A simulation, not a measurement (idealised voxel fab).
Process module heading - voxel gate over fins
In the cross-section labelled cut, the width is 245 nm and each square cell is 5 nm.
This document writes a cross-section as a grid whose cells are square, and gives it as bands, listed from the top down; one or more rows of cells form a band. Basically the band line says how high the top is and how high the bottom is, in nm, and then what's in it from left to right, every material with its width in nm. Empty space shows up as "empty", and if a single material carries "all across" it runs the full band edge to edge. Convention: height 0 is the level below which the wafer, as received, is all one material. The lowest band does not terminate at the bottom but continues downward, represented as "0 -> down". Quick explanation for "30..40": the width changes in equal steps down the rows of cells, from the first number in the band's top row to the second number in its bottom row. "left unchanged" -> step changed no cross-section cell. Basically, "Sealed cavities" tells you about the enclosed voids: empty spaces with no open way to the top, 8 cells or bigger, each written width x height at distance, where distance is from the left edge, all in nm. If you see something after the settings on a step's line, that's the simulator's own remark about that step. overlay nm: where the mask lay relative to plan, measured to the right, on steps with a mask; negatives go left. Quick note on how to read the rest: it's all pairs. You get the cross-section before a process step and the one after, but the after one only goes down as far as the lowest band that changed. The step in between, with its settings, sits under the pair. Heads up, the pairs can come from different runs of this module on the same starting wafer, so don't assume a pair picks up from the one above unless its "Pre-process cross-section" entry says it does.

**Pre-process cross-section**
* 0 -> down = Si all across
* Sealed cavities: none

**Structure After Step**
* 10 -> 0 = SiN all across
* Unchanged below 0.
* Sealed cavities: none
Between the two cross-sections shown above lies CONFORMAL_DEP, material SiN, thk nm 10

Pre-process cross-section: the pre-step structure is the one depicted after the step in the pair just above.

**Structure After Step**
* 30 -> 10 = 95 empty, 15 resist, 20 empty, 15 resist, 100 empty
* Unchanged below 10.
* Sealed cavities: none
Between the two cross-sections shown above lies PATTERN, tone cover, mask id FINS, material resist, width nm 15, pitch nm 35, thk nm 20, overlay nm 0

Pre-process cross-section: the pre-step structure is the one depicted after the step in the pair just above.

**Structure After Step**
* 30 -> 10 = 95 empty, 15 resist, 20 empty, 15 resist, 100 empty
* 10 -> 0 = 95 empty, 15 SiN, 20 empty, 15 SiN, 100 empty
* Unchanged below 0.
* Sealed cavities: none
Between the two cross-sections shown above lies DIRECTIONAL_ETCH, etch materials SiN, depth nm 10

Pre-process cross-section: the pre-step structure is the one depicted after the step in the pair just above.

**Structure After Step**
* 30 -> 10 = 95 empty, 15 resist, 20 empty, 15 resist, 100 empty
* 10 -> 0 = 95 empty, 15 SiN, 20 empty, 15 SiN, 100 empty
* 0 -> -40 = 95 empty, 15 Si, 20 empty, 15 Si, 100 empty
* Unchanged below -40.
* Sealed cavities: none
Between the two cross-sections shown above lies DIRECTIONAL_ETCH, etch materials Si, depth nm 40

Pre-process cross-section: the pre-step structure is the one depicted after the step in the pair just above.

**Structure After Step**
* 10 -> 0 = 95 empty, 15 SiN, 20 empty, 15 SiN, 100 empty
* Unchanged below 0.
* Sealed cavities: none
Between the two cross-sections shown above lies STRIP, etch materials resist

Pre-process cross-section: the pre-step structure is the one depicted after the step in the pair just above.

**Structure After Step**
* 15 -> 10 = SiO2 all across
* 10 -> 0 = 95 SiO2, 15 SiN, 20 SiO2, 15 SiN, 100 SiO2
* 0 -> -40 = 95 SiO2, 15 Si, 20 SiO2, 15 Si, 100 SiO2
* Unchanged below -40.
* Sealed cavities: none
Between the two cross-sections shown above lies FILL_DEP, material SiO2, thk nm 5

Pre-process cross-section: the pre-step structure is the one depicted after the step in the pair just above.

**Structure After Step**
* 10 -> 0 = 95 SiO2, 15 SiN, 20 SiO2, 15 SiN, 100 SiO2
* Unchanged below 0.
* Sealed cavities: none
Between the two cross-sections shown above lies CMP, height nm 10

Pre-process cross-section: the pre-step structure is the one depicted after the step in the pair just above.

**Structure After Step**
* 10 -> 0 = 95 empty, 15 SiN, 20 empty, 15 SiN, 100 empty
* 0 -> -10 = 95 empty, 15 Si, 20 empty, 15 Si, 100 empty
* Unchanged below -10.
* Sealed cavities: none
Between the two cross-sections shown above lies SELECTIVE_ETCH, etch materials SiO2, depth nm 20

Pre-process cross-section: the pre-step structure is the one depicted after the step in the pair just above.

**Structure After Step**
* 0 -> -10 = 95 empty, 15 Si, 20 empty, 15 Si, 100 empty
* Unchanged below -10.
* Sealed cavities: none
Between the two cross-sections shown above lies STRIP, etch materials SiN

Pre-process cross-section: the pre-step structure is the one depicted after the step in the pair just above.

**Structure After Step**
* 5 -> 0 = 90 empty, 25 HfO2, 10 empty, 25 HfO2, 95 empty
* 0 -> -5 = 90 empty, 5 HfO2, 15 Si, 5 HfO2, 10 empty, 5 HfO2, 15 Si, 5 HfO2, 95 empty
* -5 -> -10 = 95 HfO2, 15 Si, 20 HfO2, 15 Si, 100 HfO2
* Unchanged below -10.
* Sealed cavities: none
Between the two cross-sections shown above lies CONFORMAL_DEP, material HfO2, thk nm 5

Pre-process cross-section: the pre-step structure is the one depicted after the step in the pair just above.

**Structure After Step**
* 10 -> 5 = 85 empty, 70 TiN, 90 empty
* 5 -> 0 = 85 empty, 5 TiN, 25 HfO2, 10 TiN, 25 HfO2, 5 TiN, 90 empty
* 0 -> -5 = 90 TiN, 5 HfO2, 15 Si, 5 HfO2, 10 TiN, 5 HfO2, 15 Si, 5 HfO2, 95 TiN
* Unchanged below -5.
* Sealed cavities: none
Between the two cross-sections shown above lies CONFORMAL_DEP, material TiN, thk nm 5

Pre-process cross-section: the pre-step structure is the one depicted after the step in the pair just above.

**Structure After Step**
* 20 -> 10 = W all across
* 10 -> 5 = 85 W, 70 TiN, 90 W
* 5 -> 0 = 85 W, 5 TiN, 25 HfO2, 10 TiN, 25 HfO2, 5 TiN, 90 W
* Unchanged below 0.
* Sealed cavities: none
Between the two cross-sections shown above lies FILL_DEP, material W, thk nm 10

Pre-process cross-section: the pre-step structure is the one depicted after the step in the pair just above.

**Structure After Step**
* 15 -> 10 = W all across
* Unchanged below 10.
* Sealed cavities: none
Between the two cross-sections shown above lies CMP, height nm 15

Pre-process cross-section: the pre-step structure is the one depicted after the step in the pair just above.

**Structure After Step**
* 25 -> 15 = SiN all across
* Unchanged below 15.
* Sealed cavities: none
Between the two cross-sections shown above lies CONFORMAL_DEP, material SiN, thk nm 10

**Pre-process cross-section**
* 0 -> -10 = 95 empty, 15 Si, 20 empty, 15 Si, 100 empty
* -10 -> -40 = 95 SiO2, 15 Si, 20 SiO2, 15 Si, 100 SiO2
* -40 -> down = Si all across
* Sealed cavities: none

**Structure After Step**
* 5 -> 0 = 90 empty, 25 TiN, 10 empty, 25 TiN, 95 empty
* 0 -> -5 = 90 empty, 5 TiN, 15 Si, 5 TiN, 10 empty, 5 TiN, 15 Si, 5 TiN, 95 empty
* -5 -> -10 = 95 TiN, 15 Si, 20 TiN, 15 Si, 100 TiN
* Unchanged below -10.
* Sealed cavities: none
Between the two cross-sections shown above lies CONFORMAL_DEP, material TiN, thk nm 5

Pre-process cross-section: the pre-step structure is the one depicted after the step in the pair just above.

**Structure After Step**
* 15 -> 5 = W all across
* 5 -> 0 = 90 W, 25 TiN, 10 W, 25 TiN, 95 W
* 0 -> -5 = 90 W, 5 TiN, 15 Si, 5 TiN, 10 W, 5 TiN, 15 Si, 5 TiN, 95 W
* Unchanged below -5.
* Sealed cavities: none
Between the two cross-sections shown above lies FILL_DEP, material W, thk nm 10

Pre-process cross-section: the pre-step structure is the one depicted after the step in the pair just above.

**Structure After Step**
* 25 -> 15 = SiN all across
* Unchanged below 15.
* Sealed cavities: none
Between the two cross-sections shown above lies CONFORMAL_DEP, material SiN, thk nm 10

**Pre-process cross-section**
* 30 -> 10 = 95 empty, 15 resist, 20 empty, 15 resist, 100 empty
* 10 -> 0 = 95 empty, 15 SiN, 20 empty, 15 SiN, 100 empty
* 0 -> -40 = 95 empty, 15 Si, 20 empty, 15 Si, 100 empty
* -40 -> down = Si all across
* Sealed cavities: none

**Structure After Step**
* 30 -> 10 = 95 empty, 15 resist, 20 empty, 15 resist, 100 empty
* 10 -> 0 = 95 empty, 15 SiN, 20 empty, 15 SiN, 100 empty
* 0 -> -80 = 95 empty, 15 Si, 20 empty, 15 Si, 100 empty
* Unchanged below -80.
* Sealed cavities: none
Between the two cross-sections shown above lies DIRECTIONAL_ETCH, etch materials Si, depth nm 40

Pre-process cross-section: the pre-step structure is the one depicted after the step in the pair just above.

**Structure After Step**
* 10 -> 0 = 95 empty, 15 SiN, 20 empty, 15 SiN, 100 empty
* Unchanged below 0.
* Sealed cavities: none
Between the two cross-sections shown above lies STRIP, etch materials resist

Pre-process cross-section: the pre-step structure is the one depicted after the step in the pair just above.

**Structure After Step**
* 15 -> 10 = SiO2 all across
* 10 -> 0 = 95 SiO2, 15 SiN, 20 SiO2, 15 SiN, 100 SiO2
* 0 -> -80 = 95 SiO2, 15 Si, 20 SiO2, 15 Si, 100 SiO2
* Unchanged below -80.
* Sealed cavities: none
Between the two cross-sections shown above lies FILL_DEP, material SiO2, thk nm 5

Pre-process cross-section: the pre-step structure is the one depicted after the step in the pair just above.

**Structure After Step**
* 10 -> 0 = 95 SiO2, 15 SiN, 20 SiO2, 15 SiN, 100 SiO2
* Unchanged below 0.
* Sealed cavities: none
Between the two cross-sections shown above lies CMP, height nm 10

Pre-process cross-section: the pre-step structure is the one depicted after the step in the pair just above.

**Structure After Step**
* 10 -> 0 = 95 empty, 15 SiN, 20 empty, 15 SiN, 100 empty
* 0 -> -10 = 95 empty, 15 Si, 20 empty, 15 Si, 100 empty
* Unchanged below -10.
* Sealed cavities: none
Between the two cross-sections shown above lies SELECTIVE_ETCH, etch materials SiO2, depth nm 20

Pre-process cross-section: the pre-step structure is the one depicted after the step in the pair just above.

**Structure After Step**
* 0 -> -10 = 95 empty, 15 Si, 20 empty, 15 Si, 100 empty
* Unchanged below -10.
* Sealed cavities: none
Between the two cross-sections shown above lies STRIP, etch materials SiN

Pre-process cross-section: the pre-step structure is the one depicted after the step in the pair just above.

**Structure After Step**
* 5 -> 0 = 90 empty, 25 HfO2, 10 empty, 25 HfO2, 95 empty
* 0 -> -5 = 90 empty, 5 HfO2, 15 Si, 5 HfO2, 10 empty, 5 HfO2, 15 Si, 5 HfO2, 95 empty
* -5 -> -10 = 95 HfO2, 15 Si, 20 HfO2, 15 Si, 100 HfO2
* Unchanged below -10.
* Sealed cavities: none
Between the two cross-sections shown above lies CONFORMAL_DEP, material HfO2, thk nm 5

Pre-process cross-section: the pre-step structure is the one depicted after the step in the pair just above.

**Structure After Step**
* 10 -> 5 = 85 empty, 70 TiN, 90 empty
* 5 -> 0 = 85 empty, 5 TiN, 25 HfO2, 10 TiN, 25 HfO2, 5 TiN, 90 empty
* 0 -> -5 = 90 TiN, 5 HfO2, 15 Si, 5 HfO2, 10 TiN, 5 HfO2, 15 Si, 5 HfO2, 95 TiN
* Unchanged below -5.
* Sealed cavities: none
Between the two cross-sections shown above lies CONFORMAL_DEP, material TiN, thk nm 5

Pre-process cross-section: the pre-step structure is the one depicted after the step in the pair just above.

**Structure After Step**
* 20 -> 10 = W all across
* 10 -> 5 = 85 W, 70 TiN, 90 W
* 5 -> 0 = 85 W, 5 TiN, 25 HfO2, 10 TiN, 25 HfO2, 5 TiN, 90 W
* Unchanged below 0.
* Sealed cavities: none
Between the two cross-sections shown above lies FILL_DEP, material W, thk nm 10

Pre-process cross-section: the pre-step structure is the one depicted after the step in the pair just above.

**Structure After Step**
* 15 -> 10 = W all across
* Unchanged below 10.
* Sealed cavities: none
Between the two cross-sections shown above lies CMP, height nm 15

Pre-process cross-section: the pre-step structure is the one depicted after the step in the pair just above.

**Structure After Step**
* 25 -> 15 = SiN all across
* Unchanged below 15.
* Sealed cavities: none
Between the two cross-sections shown above lies CONFORMAL_DEP, material SiN, thk nm 10

**Pre-process cross-section**
* 10 -> 0 = 95 SiO2, 15 SiN, 20 SiO2, 15 SiN, 100 SiO2
* 0 -> -40 = 95 SiO2, 15 Si, 20 SiO2, 15 Si, 100 SiO2
* -40 -> down = Si all across
* Sealed cavities: none

**Structure After Step**
* 10 -> 0 = 95 SiO2, 15 empty, 20 SiO2, 15 empty, 100 SiO2
* Unchanged below 0.
* Sealed cavities: none
Between the two cross-sections shown above lies STRIP, etch materials SiN

Pre-process cross-section: the pre-step structure is the one depicted after the step in the pair just above.

**Structure After Step**
* 0 -> -10 = 95 empty, 15 Si, 20 empty, 15 Si, 100 empty
* -10 -> -20 = 75 SiO2, 20 empty, 15 Si, 20 empty, 15 Si, 20 empty, 80 SiO2
* Unchanged below -20.
* Sealed cavities: none
Between the two cross-sections shown above lies SELECTIVE_ETCH, etch materials SiO2, depth nm 20

Pre-process cross-section: the pre-step structure is the one depicted after the step in the pair just above.

**Structure After Step**
* 5 -> 0 = 90 empty, 25 HfO2, 10 empty, 25 HfO2, 95 empty
* 0 -> -5 = 90 empty, 5 HfO2, 15 Si, 5 HfO2, 10 empty, 5 HfO2, 15 Si, 5 HfO2, 95 empty
* -5 -> -10 = 80 HfO2, 10 empty, 5 HfO2, 15 Si, 5 HfO2, 10 empty, 5 HfO2, 15 Si, 5 HfO2, 10 empty, 85 HfO2
* -10 -> -15 = 75 SiO2, 5 HfO2, 10 empty, 5 HfO2, 15 Si, 5 HfO2, 10 empty, 5 HfO2, 15 Si, 5 HfO2, 10 empty, 5 HfO2, 80 SiO2
* -15 -> -20 = 75 SiO2, 20 HfO2, 15 Si, 20 HfO2, 15 Si, 20 HfO2, 80 SiO2
* Unchanged below -20.
* Sealed cavities: none
Between the two cross-sections shown above lies CONFORMAL_DEP, material HfO2, thk nm 5

Pre-process cross-section: the pre-step structure is the one depicted after the step in the pair just above.

**Structure After Step**
* 10 -> 5 = 85 empty, 70 TiN, 90 empty
* 5 -> 0 = 85 empty, 5 TiN, 25 HfO2, 10 TiN, 25 HfO2, 5 TiN, 90 empty
* 0 -> -5 = 90 TiN, 5 HfO2, 15 Si, 5 HfO2, 10 TiN, 5 HfO2, 15 Si, 5 HfO2, 95 TiN
* -5 -> -10 = 80 HfO2, 10 TiN, 5 HfO2, 15 Si, 5 HfO2, 10 TiN, 5 HfO2, 15 Si, 5 HfO2, 10 TiN, 85 HfO2
* -10 -> -15 = 75 SiO2, 5 HfO2, 10 TiN, 5 HfO2, 15 Si, 5 HfO2, 10 TiN, 5 HfO2, 15 Si, 5 HfO2, 10 TiN, 5 HfO2, 80 SiO2
* Unchanged below -15.
* Sealed cavities: none
Between the two cross-sections shown above lies CONFORMAL_DEP, material TiN, thk nm 5

Pre-process cross-section: the pre-step structure is the one depicted after the step in the pair just above.

**Structure After Step**
* 20 -> 10 = W all across
* 10 -> 5 = 85 W, 70 TiN, 90 W
* 5 -> 0 = 85 W, 5 TiN, 25 HfO2, 10 TiN, 25 HfO2, 5 TiN, 90 W
* Unchanged below 0.
* Sealed cavities: none
Between the two cross-sections shown above lies FILL_DEP, material W, thk nm 10

Pre-process cross-section: the pre-step structure is the one depicted after the step in the pair just above.

**Structure After Step**
* 15 -> 10 = W all across
* Unchanged below 10.
* Sealed cavities: none
Between the two cross-sections shown above lies CMP, height nm 15

Pre-process cross-section: the pre-step structure is the one depicted after the step in the pair just above.

**Structure After Step**
* 25 -> 15 = SiN all across
* Unchanged below 15.
* Sealed cavities: none
Between the two cross-sections shown above lies CONFORMAL_DEP, material SiN, thk nm 10

**Pre-process cross-section**
* 20 -> 10 = W all across
* 10 -> 5 = 85 W, 70 TiN, 90 W
* 5 -> 0 = 85 W, 5 TiN, 25 HfO2, 10 TiN, 25 HfO2, 5 TiN, 90 W
* 0 -> -5 = 90 TiN, 5 HfO2, 15 Si, 5 HfO2, 10 TiN, 5 HfO2, 15 Si, 5 HfO2, 95 TiN
* -5 -> -10 = 95 HfO2, 15 Si, 20 HfO2, 15 Si, 100 HfO2
* -10 -> -40 = 95 SiO2, 15 Si, 20 SiO2, 15 Si, 100 SiO2
* -40 -> down = Si all across
* Sealed cavities: none

**Structure After Step**
* 5 -> 0 = 85 W, 5 TiN, 25 HfO2, 10 TiN, 25 HfO2, 5 TiN, 90 W
* Unchanged below 0.
* Sealed cavities: none
Between the two cross-sections shown above lies CMP, height nm 5

Pre-process cross-section: the pre-step structure is the one depicted after the step in the pair just above.

**Structure After Step**
* 15 -> 5 = SiN all across
* Unchanged below 5.
* Sealed cavities: none
Between the two cross-sections shown above lies CONFORMAL_DEP, material SiN, thk nm 10

**Pre-process cross-section**
* 10 -> 0 = SiN all across
* 0 -> down = Si all across
* Sealed cavities: none

**Structure After Step**
* 30 -> 10 = 95 empty, 20 resist, 15 empty, 20 resist, 95 empty
* Unchanged below 10.
* Sealed cavities: none
Between the two cross-sections shown above lies PATTERN, tone cover, mask id FINS, material resist, width nm 20, pitch nm 35, thk nm 20, overlay nm 0

Pre-process cross-section: the pre-step structure is the one depicted after the step in the pair just above.

**Structure After Step**
* 30 -> 10 = 95 empty, 20 resist, 15 empty, 20 resist, 95 empty
* 10 -> 0 = 95 empty, 20 SiN, 15 empty, 20 SiN, 95 empty
* Unchanged below 0.
* Sealed cavities: none
Between the two cross-sections shown above lies DIRECTIONAL_ETCH, etch materials SiN, depth nm 10

Pre-process cross-section: the pre-step structure is the one depicted after the step in the pair just above.

**Structure After Step**
* 30 -> 10 = 95 empty, 20 resist, 15 empty, 20 resist, 95 empty
* 10 -> 0 = 95 empty, 20 SiN, 15 empty, 20 SiN, 95 empty
* 0 -> -40 = 95 empty, 20 Si, 15 empty, 20 Si, 95 empty
* Unchanged below -40.
* Sealed cavities: none
Between the two cross-sections shown above lies DIRECTIONAL_ETCH, etch materials Si, depth nm 40

Pre-process cross-section: the pre-step structure is the one depicted after the step in the pair just above.

**Structure After Step**
* 10 -> 0 = 95 empty, 20 SiN, 15 empty, 20 SiN, 95 empty
* Unchanged below 0.
* Sealed cavities: none
Between the two cross-sections shown above lies STRIP, etch materials resist

Pre-process cross-section: the pre-step structure is the one depicted after the step in the pair just above.

**Structure After Step**
* 15 -> 10 = SiO2 all across
* 10 -> 0 = 95 SiO2, 20 SiN, 15 SiO2, 20 SiN, 95 SiO2
* 0 -> -40 = 95 SiO2, 20 Si, 15 SiO2, 20 Si, 95 SiO2
* Unchanged below -40.
* Sealed cavities: none
Between the two cross-sections shown above lies FILL_DEP, material SiO2, thk nm 5

Pre-process cross-section: the pre-step structure is the one depicted after the step in the pair just above.

**Structure After Step**
* 10 -> 0 = 95 SiO2, 20 SiN, 15 SiO2, 20 SiN, 95 SiO2
* Unchanged below 0.
* Sealed cavities: none
Between the two cross-sections shown above lies CMP, height nm 10

Pre-process cross-section: the pre-step structure is the one depicted after the step in the pair just above.

**Structure After Step**
* 10 -> 0 = 95 empty, 20 SiN, 15 empty, 20 SiN, 95 empty
* 0 -> -10 = 95 empty, 20 Si, 15 empty, 20 Si, 95 empty
* Unchanged below -10.
* Sealed cavities: none
Between the two cross-sections shown above lies SELECTIVE_ETCH, etch materials SiO2, depth nm 20

Pre-process cross-section: the pre-step structure is the one depicted after the step in the pair just above.

**Structure After Step**
* 0 -> -10 = 95 empty, 20 Si, 15 empty, 20 Si, 95 empty
* Unchanged below -10.
* Sealed cavities: none
Between the two cross-sections shown above lies STRIP, etch materials SiN

Pre-process cross-section: the pre-step structure is the one depicted after the step in the pair just above.

**Structure After Step**
* 5 -> 0 = 90 empty, 30 HfO2, 5 empty, 30 HfO2, 90 empty
* 0 -> -5 = 90 empty, 5 HfO2, 20 Si, 5 HfO2, 5 empty, 5 HfO2, 20 Si, 5 HfO2, 90 empty
* -5 -> -10 = 95 HfO2, 20 Si, 15 HfO2, 20 Si, 95 HfO2
* Unchanged below -10.
* Sealed cavities: none
Between the two cross-sections shown above lies CONFORMAL_DEP, material HfO2, thk nm 5

Pre-process cross-section: the pre-step structure is the one depicted after the step in the pair just above.

**Structure After Step**
* 10 -> 5 = 85 empty, 75 TiN, 85 empty
* 5 -> 0 = 85 empty, 5 TiN, 30 HfO2, 5 TiN, 30 HfO2, 5 TiN, 85 empty
* 0 -> -5 = 90 TiN, 5 HfO2, 20 Si, 5 HfO2, 5 TiN, 5 HfO2, 20 Si, 5 HfO2, 90 TiN
* Unchanged below -5.
* Sealed cavities: none
Between the two cross-sections shown above lies CONFORMAL_DEP, material TiN, thk nm 5

Pre-process cross-section: the pre-step structure is the one depicted after the step in the pair just above.

**Structure After Step**
* 20 -> 10 = W all across
* 10 -> 5 = 85 W, 75 TiN, 85 W
* 5 -> 0 = 85 W, 5 TiN, 30 HfO2, 5 TiN, 30 HfO2, 5 TiN, 85 W
* Unchanged below 0.
* Sealed cavities: none
Between the two cross-sections shown above lies FILL_DEP, material W, thk nm 10

Pre-process cross-section: the pre-step structure is the one depicted after the step in the pair just above.

**Structure After Step**
* 15 -> 10 = W all across
* Unchanged below 10.
* Sealed cavities: none
Between the two cross-sections shown above lies CMP, height nm 15

Pre-process cross-section: the pre-step structure is the one depicted after the step in the pair just above.

**Structure After Step**
* 25 -> 15 = SiN all across
* Unchanged below 15.
* Sealed cavities: none
Between the two cross-sections shown above lies CONFORMAL_DEP, material SiN, thk nm 10

**Pre-process cross-section**
* 10 -> 0 = SiN all across
* 0 -> down = Si all across
* Sealed cavities: none

**Structure After Step**
* 30 -> 10 = 100 empty, 15 resist, 20 empty, 15 resist, 95 empty
* Unchanged below 10.
* Sealed cavities: none
Between the two cross-sections shown above lies PATTERN, tone cover, mask id FINS, material resist, width nm 15, pitch nm 35, thk nm 20, overlay nm 5

Pre-process cross-section: the pre-step structure is the one depicted after the step in the pair just above.

**Structure After Step**
* 30 -> 10 = 100 empty, 15 resist, 20 empty, 15 resist, 95 empty
* 10 -> 0 = 100 empty, 15 SiN, 20 empty, 15 SiN, 95 empty
* Unchanged below 0.
* Sealed cavities: none
Between the two cross-sections shown above lies DIRECTIONAL_ETCH, etch materials SiN, depth nm 10

Pre-process cross-section: the pre-step structure is the one depicted after the step in the pair just above.

**Structure After Step**
* 30 -> 10 = 100 empty, 15 resist, 20 empty, 15 resist, 95 empty
* 10 -> 0 = 100 empty, 15 SiN, 20 empty, 15 SiN, 95 empty
* 0 -> -40 = 100 empty, 15 Si, 20 empty, 15 Si, 95 empty
* Unchanged below -40.
* Sealed cavities: none
Between the two cross-sections shown above lies DIRECTIONAL_ETCH, etch materials Si, depth nm 40

Pre-process cross-section: the pre-step structure is the one depicted after the step in the pair just above.

**Structure After Step**
* 10 -> 0 = 100 empty, 15 SiN, 20 empty, 15 SiN, 95 empty
* Unchanged below 0.
* Sealed cavities: none
Between the two cross-sections shown above lies STRIP, etch materials resist

Pre-process cross-section: the pre-step structure is the one depicted after the step in the pair just above.

**Structure After Step**
* 15 -> 10 = SiO2 all across
* 10 -> 0 = 100 SiO2, 15 SiN, 20 SiO2, 15 SiN, 95 SiO2
* 0 -> -40 = 100 SiO2, 15 Si, 20 SiO2, 15 Si, 95 SiO2
* Unchanged below -40.
* Sealed cavities: none
Between the two cross-sections shown above lies FILL_DEP, material SiO2, thk nm 5

Pre-process cross-section: the pre-step structure is the one depicted after the step in the pair just above.

**Structure After Step**
* 10 -> 0 = 100 SiO2, 15 SiN, 20 SiO2, 15 SiN, 95 SiO2
* Unchanged below 0.
* Sealed cavities: none
Between the two cross-sections shown above lies CMP, height nm 10

Pre-process cross-section: the pre-step structure is the one depicted after the step in the pair just above.

**Structure After Step**
* 10 -> 0 = 100 empty, 15 SiN, 20 empty, 15 SiN, 95 empty
* 0 -> -10 = 100 empty, 15 Si, 20 empty, 15 Si, 95 empty
* Unchanged below -10.
* Sealed cavities: none
Between the two cross-sections shown above lies SELECTIVE_ETCH, etch materials SiO2, depth nm 20

Pre-process cross-section: the pre-step structure is the one depicted after the step in the pair just above.

**Structure After Step**
* 0 -> -10 = 100 empty, 15 Si, 20 empty, 15 Si, 95 empty
* Unchanged below -10.
* Sealed cavities: none
Between the two cross-sections shown above lies STRIP, etch materials SiN

Pre-process cross-section: the pre-step structure is the one depicted after the step in the pair just above.

**Structure After Step**
* 5 -> 0 = 95 empty, 25 HfO2, 10 empty, 25 HfO2, 90 empty
* 0 -> -5 = 95 empty, 5 HfO2, 15 Si, 5 HfO2, 10 empty, 5 HfO2, 15 Si, 5 HfO2, 90 empty
* -5 -> -10 = 100 HfO2, 15 Si, 20 HfO2, 15 Si, 95 HfO2
* Unchanged below -10.
* Sealed cavities: none
Between the two cross-sections shown above lies CONFORMAL_DEP, material HfO2, thk nm 5

Pre-process cross-section: the pre-step structure is the one depicted after the step in the pair just above.

**Structure After Step**
* 10 -> 5 = 90 empty, 70 TiN, 85 empty
* 5 -> 0 = 90 empty, 5 TiN, 25 HfO2, 10 TiN, 25 HfO2, 5 TiN, 85 empty
* 0 -> -5 = 95 TiN, 5 HfO2, 15 Si, 5 HfO2, 10 TiN, 5 HfO2, 15 Si, 5 HfO2, 90 TiN
* Unchanged below -5.
* Sealed cavities: none
Between the two cross-sections shown above lies CONFORMAL_DEP, material TiN, thk nm 5

Pre-process cross-section: the pre-step structure is the one depicted after the step in the pair just above.

**Structure After Step**
* 20 -> 10 = W all across
* 10 -> 5 = 90 W, 70 TiN, 85 W
* 5 -> 0 = 90 W, 5 TiN, 25 HfO2, 10 TiN, 25 HfO2, 5 TiN, 85 W
* Unchanged below 0.
* Sealed cavities: none
Between the two cross-sections shown above lies FILL_DEP, material W, thk nm 10

Pre-process cross-section: the pre-step structure is the one depicted after the step in the pair just above.

**Structure After Step**
* 15 -> 10 = W all across
* Unchanged below 10.
* Sealed cavities: none
Between the two cross-sections shown above lies CMP, height nm 15

Pre-process cross-section: the pre-step structure is the one depicted after the step in the pair just above.

**Structure After Step**
* 25 -> 15 = SiN all across
* Unchanged below 15.
* Sealed cavities: none
Between the two cross-sections shown above lies CONFORMAL_DEP, material SiN, thk nm 10

**Pre-process cross-section**
* 10 -> 5 = 85 empty, 70 TiN, 90 empty
* 5 -> 0 = 85 empty, 5 TiN, 25 HfO2, 10 TiN, 25 HfO2, 5 TiN, 90 empty
* 0 -> -5 = 90 TiN, 5 HfO2, 15 Si, 5 HfO2, 10 TiN, 5 HfO2, 15 Si, 5 HfO2, 95 TiN
* -5 -> -10 = 95 HfO2, 15 Si, 20 HfO2, 15 Si, 100 HfO2
* -10 -> -40 = 95 SiO2, 15 Si, 20 SiO2, 15 Si, 100 SiO2
* -40 -> down = Si all across
* Sealed cavities: none

**Structure After Step**
* 20 -> 10 = SiO2 all across
* 10 -> 5 = 85 SiO2, 70 TiN, 90 SiO2
* 5 -> 0 = 85 SiO2, 5 TiN, 25 HfO2, 10 TiN, 25 HfO2, 5 TiN, 90 SiO2
* Unchanged below 0.
* Sealed cavities: none
Between the two cross-sections shown above lies FILL_DEP, material SiO2, thk nm 10

Pre-process cross-section: the pre-step structure is the one depicted after the step in the pair just above.

**Structure After Step**
* 15 -> 10 = SiO2 all across
* Unchanged below 10.
* Sealed cavities: none
Between the two cross-sections shown above lies CMP, height nm 15

Pre-process cross-section: the pre-step structure is the one depicted after the step in the pair just above.

**Structure After Step**
* 25 -> 15 = SiN all across
* Unchanged below 15.
* Sealed cavities: none
Between the two cross-sections shown above lies CONFORMAL_DEP, material SiN, thk nm 10

**Pre-process cross-section**
* 10 -> 0 = SiN all across
* 0 -> down = Si all across
* Sealed cavities: none

**Structure After Step**
* 30 -> 10 = 95 resist, 15 empty, 20 resist, 15 empty, 100 resist
* Unchanged below 10.
* Sealed cavities: none
Between the two cross-sections shown above lies PATTERN, tone open, mask id FINS, material resist, width nm 15, pitch nm 35, thk nm 20, overlay nm 0

Pre-process cross-section: the pre-step structure is the one depicted after the step in the pair just above.

**Structure After Step**
* 30 -> 10 = 95 resist, 15 empty, 20 resist, 15 empty, 100 resist
* 10 -> 0 = 95 SiN, 15 empty, 20 SiN, 15 empty, 100 SiN
* Unchanged below 0.
* Sealed cavities: none
Between the two cross-sections shown above lies DIRECTIONAL_ETCH, etch materials SiN, depth nm 10

Pre-process cross-section: the pre-step structure is the one depicted after the step in the pair just above.

**Structure After Step**
* 30 -> 10 = 95 resist, 15 empty, 20 resist, 15 empty, 100 resist
* 10 -> 0 = 95 SiN, 15 empty, 20 SiN, 15 empty, 100 SiN
* 0 -> -40 = 95 Si, 15 empty, 20 Si, 15 empty, 100 Si
* Unchanged below -40.
* Sealed cavities: none
Between the two cross-sections shown above lies DIRECTIONAL_ETCH, etch materials Si, depth nm 40

Pre-process cross-section: the pre-step structure is the one depicted after the step in the pair just above.

**Structure After Step**
* 10 -> 0 = 95 SiN, 15 empty, 20 SiN, 15 empty, 100 SiN
* Unchanged below 0.
* Sealed cavities: none
Between the two cross-sections shown above lies STRIP, etch materials resist

Pre-process cross-section: the pre-step structure is the one depicted after the step in the pair just above.

**Structure After Step**
* 15 -> 10 = SiO2 all across
* 10 -> 0 = 95 SiN, 15 SiO2, 20 SiN, 15 SiO2, 100 SiN
* 0 -> -40 = 95 Si, 15 SiO2, 20 Si, 15 SiO2, 100 Si
* Unchanged below -40.
* Sealed cavities: none
Between the two cross-sections shown above lies FILL_DEP, material SiO2, thk nm 5

Pre-process cross-section: the pre-step structure is the one depicted after the step in the pair just above.

**Structure After Step**
* 10 -> 0 = 95 SiN, 15 SiO2, 20 SiN, 15 SiO2, 100 SiN
* Unchanged below 0.
* Sealed cavities: none
Between the two cross-sections shown above lies CMP, height nm 10

Pre-process cross-section: the pre-step structure is the one depicted after the step in the pair just above.

**Structure After Step**
* 10 -> 0 = 95 SiN, 15 empty, 20 SiN, 15 empty, 100 SiN
* 0 -> -10 = 95 Si, 15 empty, 20 Si, 15 empty, 100 Si
* Unchanged below -10.
* Sealed cavities: none
Between the two cross-sections shown above lies SELECTIVE_ETCH, etch materials SiO2, depth nm 20

Pre-process cross-section: the pre-step structure is the one depicted after the step in the pair just above.

**Structure After Step**
* 0 -> -10 = 95 Si, 15 empty, 20 Si, 15 empty, 100 Si
* Unchanged below -10.
* Sealed cavities: none
Between the two cross-sections shown above lies STRIP, etch materials SiN
